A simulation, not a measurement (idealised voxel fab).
process module | voxel fin reveal
cross-section cut | 255 nm wide | cells 5 nm
A cross-section is a grid of square cells, given in bands from the top down. A band is one or more rows of cells.
Each band's line starts with the height of the band's top and of its bottom, in nm. Then come its materials from left to right, each with its width in nm. One material with "throughout" fills the band from edge to edge. "air" is empty space.
Height 0 is the level under which the wafer as received is all one material. The lowest band goes on downwards, as in "0 down".
A width such as "30 to 40" changes by the same amount from each row of cells to the next, from the band's top row to its bottom row.
"no change" after a step means that no cell of the cross-section changed.
closed voids: empty space of 8 cells or more with no open way to the top, each as width x height at its distance from the left edge, in nm
after a step's settings: what the simulator itself notes on the step
overlay nm, on a step with a mask: how far to the right of its planned place the mask lay; to the left if negative
plan
1 op RECEIVE | material Si
2 op CONFORMAL_DEP | material SiN | thk nm 10
3 op PATTERN | tone cover | mask id FINS | material resist | width nm 15 | pitch nm 40 | thk nm 15 | overlay nm 0
4 op DIRECTIONAL_ETCH | etch materials SiN | depth nm 10
5 op DIRECTIONAL_ETCH | etch materials Si | depth nm 35
6 op STRIP | etch materials resist
7 op OXIDIZE | depth nm 5
8 op FILL_DEP | material SiO2 | thk nm 15
9 op CMP | height nm 10
10 op SELECTIVE_ETCH | etch materials SiO2 | depth nm 35
11 op STRIP | etch materials SiN
as received, after step 1
  0 down: Si throughout
  closed voids: none
a wafer at the end: this start, this plan, one mistake
  0 to -25: Si 75 | air 25 | Si 15 | air 25 | Si 15 | air 25 | Si 75
  -25 to -40: Si 75 | SiO2 25 | Si 15 | SiO2 25 | Si 15 | SiO2 25 | Si 75
  -40 down: Si throughout
  closed voids: none
what went wrong: step 3 ran as: op PATTERN | tone open | mask id FINS | material resist | width nm 15 | pitch nm 40 | thk nm 15 | overlay nm 0
